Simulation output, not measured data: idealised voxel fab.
Process module under the name voxel transistor to metal
Each square cell in cross-section cut measures 5 nm, and the section as a whole is 210 nm wide.
Reading order for cross-sections: top band down to bottom band. Underlying form: a grid of square cells. Band size: one or more rows of cells. For a band, the entry starts with two heights in nm, that of the top and then that of the bottom, and carries on with the band's materials in order from left to right, each alongside its width in nm; the word "full width" beside a single material means it fills the band edge to edge, and "air" means empty space. Ref level 0: as-received wafer is one material below here. Bottom band extends down with no lower bound ("0 -> down"). Width: "30 to 40" (first number = top row, second number = bottom row, same change from row to row of cells). "stayed the same" means the step left every cell of the cross-section as it was. Enclosed voids (no open way to top), threshold 8 cells or more, entry "Entrapped voids", notation width x height at distance, distance from left edge, nm. Step line, after settings: the simulator's comment on this step. A step line may carry the setting "overlay nm", which, for steps involving a mask, states the distance by which the mask lay to the right of its intended position; negative values denote displacement to the left.
### The planned process steps are enumerated hereunder
| 1 | RECEIVE: material Si |
| 2 | OXIDIZE: depth nm 5 |
| 3 | CONFORMAL_DEP: material SiN, thk nm 10 |
| 4 | PATTERN: tone cover, mask id ACTIVE, material resist, width nm 110, thk nm 20, overlay nm 0 |
| 5 | DIRECTIONAL_ETCH: etch materials SiN, depth nm 10 |
| 6 | DIRECTIONAL_ETCH: etch materials SiO2, depth nm 5 |
| 7 | DIRECTIONAL_ETCH: etch materials Si, depth nm 30 |
| 8 | STRIP: etch materials resist |
| 9 | OXIDIZE: depth nm 5 |
| 10 | FILL_DEP: material SiO2, thk nm 10 |
| 11 | CMP: height nm 10 |
| 12 | SELECTIVE_ETCH: etch materials SiO2, depth nm 5 |
| 13 | STRIP: etch materials SiN |
| 14 | SELECTIVE_ETCH: etch materials SiO2, depth nm 5 |
| 15 | OXIDIZE: depth nm 5 |
| 16 | DIRECTIONAL_DEP: material polySi, thk nm 20 |
| 17 | DIRECTIONAL_DEP: material SiCN, thk nm 10 |
| 18 | MASKED_ETCH: tone cover, mask id GATE, width nm 30, etch materials SiCN, depth nm 20, overlay nm 0 |
| 19 | MASKED_ETCH: tone cover, mask id GATE, width nm 30, etch materials polySi, depth nm 30, overlay nm 0 |
| 20 | CONFORMAL_DEP: material SiN, thk nm 5 |
| 21 | DIRECTIONAL_ETCH: etch materials SiN, depth nm 5 |
| 22 | DIRECTIONAL_ETCH: etch materials SiO2, depth nm 5 |
| 23 | DIRECTIONAL_ETCH: etch materials Si, depth nm 15 |
| 24 | EPI: material pSi, thk nm 20 |
| 25 | FILL_DEP: material SiO2, thk nm 10 |
| 26 | CMP: height nm 15 |
| 27 | STRIP: etch materials polySi |
| 28 | SELECTIVE_ETCH: etch materials SiO2, depth nm 5 |
| 29 | CONFORMAL_DEP: material HfO2, thk nm 5 |
| 30 | CONFORMAL_DEP: material TiN, thk nm 5 |
| 31 | FILL_DEP: material W, thk nm 10 |
| 32 | CMP: height nm 10 |
| 33 | DIRECTIONAL_DEP: material SiO2, thk nm 5 |
| 34 | MASKED_ETCH: tone open, mask id CONTACT, width nm 15, pitch nm 75, etch materials SiO2, depth nm 30, overlay nm 0 |
| 35 | CONFORMAL_DEP: material TiN, thk nm 5 |
| 36 | FILL_DEP: material Ru, thk nm 5 |
| 37 | CMP: height nm 25 |
| 38 | DIRECTIONAL_DEP: material TiN, thk nm 5 |
| 39 | DIRECTIONAL_DEP: material Ru, thk nm 20 |
| 40 | DIRECTIONAL_DEP: material aC, thk nm 15 |
| 41 | PATTERN: tone cover, mask id METAL_1, material resist, width nm 15, pitch nm 75, thk nm 35, overlay nm 0 |
| 42 | DIRECTIONAL_ETCH: etch materials aC, depth nm 15 |
| 43 | STRIP: etch materials resist |
| 44 | DIRECTIONAL_ETCH: etch materials Ru, depth nm 20 |
| 45 | DIRECTIONAL_ETCH: etch materials TiN, depth nm 5 |
| 46 | STRIP: etch materials aC |
| 47 | FILL_DEP: material lowk, thk nm 5 |
| 48 | CMP: height nm 50 |
| 49 | CONFORMAL_DEP: material SiN, thk nm 5 |
The wafers in this document start out alike and differ in the thk nm applied at step 33; the plan shows the value used for the first wafer.
### first wafer as received, after step 1
    0 -> down | Si full width
    Entrapped voids: none
### Last step of the module is step 49; after it, the first of several wafers in cross-section
    55 -> 50 | SiN full width
    50 -> 30 | lowk: 60, Ru: 15, lowk: 60, Ru: 15, lowk: 60
    30 -> 25 | lowk: 60, TiN: 15, lowk: 60, TiN: 15, lowk: 60
    25 -> 20 | Ru full width
    20 -> 15 | TiN: 65, Ru: 5, TiN: 70, Ru: 5, TiN: 65
    15 -> 10 | SiO2: 60, TiN: 15, SiO2: 60, TiN: 15, SiO2: 60
    10 -> 0 | SiO2: 60, TiN: 5, pSi: 20, SiN: 5, HfO2: 5, TiN: 5, W: 10, TiN: 5, HfO2: 5, SiN: 5, pSi: 20, TiN: 5, SiO2: 60
    0 -> -5 | SiO2: 45, SiN: 5, SiO2: 10, TiN: 5, pSi: 20, SiN: 5, HfO2: 5, TiN: 20, HfO2: 5, SiN: 5, pSi: 20, TiN: 5, SiO2: 10, SiN: 5, SiO2: 45
    -5 -> -10 | SiO2: 50, pSi: 35, HfO2: 40, pSi: 35, SiO2: 50
    -10 -> -25 | SiO2: 55, pSi: 30, Si: 40, pSi: 30, SiO2: 55
    -25 -> -40 | SiO2: 55, Si: 100, SiO2: 55
    -40 -> down | Si full width
    Entrapped voids: none
### Cross-section, module end, final of several wafers
    55 -> 50 | SiN full width
    50 -> 30 | lowk: 60, Ru: 15, lowk: 60, Ru: 15, lowk: 60
    30 -> 25 | lowk: 60, TiN: 15, lowk: 60, TiN: 15, lowk: 60
    25 -> 15 | SiO2: 60, TiN: 5, Ru: 5, TiN: 5, SiO2: 60, TiN: 5, Ru: 5, TiN: 5, SiO2: 60
    15 -> 10 | SiO2: 60, TiN: 15, SiO2: 60, TiN: 15, SiO2: 60
    10 -> 0 | SiO2: 65, pSi: 20, SiN: 5, HfO2: 5, TiN: 5, W: 10, TiN: 5, HfO2: 5, SiN: 5, pSi: 20, SiO2: 65
    0 -> -5 | SiO2: 45, SiN: 5, SiO2: 15, pSi: 20, SiN: 5, HfO2: 5, TiN: 20, HfO2: 5, SiN: 5, pSi: 20, SiO2: 15, SiN: 5, SiO2: 45
    -5 -> -10 | SiO2: 50, pSi: 35, HfO2: 40, pSi: 35, SiO2: 50
    -10 -> -25 | SiO2: 55, pSi: 30, Si: 40, pSi: 30, SiO2: 55
    -25 -> -40 | SiO2: 55, Si: 100, SiO2: 55
    -40 -> down | Si full width
    Entrapped voids: none
### So in this table every wafer gets its own row, and what you see is where it stands at the end of the module: for each material, how many cells it picked up (+) or gave up (-) since we received it, and after that its closed voids
thk nm 5, +14 HfO2, +68 Ru, -252 Si, +50 SiN, +258 SiO2, +66 TiN, +4 W, +180 lowk, +74 pSi, Entrapped voids: none
thk nm 10, +14 HfO2, +28 Ru, -252 Si, +50 SiN, +294 SiO2, +70 TiN, +4 W, +180 lowk, +74 pSi, Entrapped voids: none
thk nm 15, +14 HfO2, +28 Ru, -252 Si, +50 SiN, +330 SiO2, +34 TiN, +4 W, +180 lowk, +74 pSi, Entrapped voids: none
thk nm 20, +14 HfO2, +28 Ru, -252 Si, +50 SiN, +332 SiO2, +32 TiN, +4 W, +180 lowk, +74 pSi, Entrapped voids: none
thk nm 25, +14 HfO2, +28 Ru, -252 Si, +50 SiN, +334 SiO2, +30 TiN, +4 W, +180 lowk, +74 pSi, Entrapped voids: none
thk nm 30, +14 HfO2, +28 Ru, -252 Si, +50 SiN, +336 SiO2, +28 TiN, +4 W, +180 lowk, +74 pSi, Entrapped voids: none
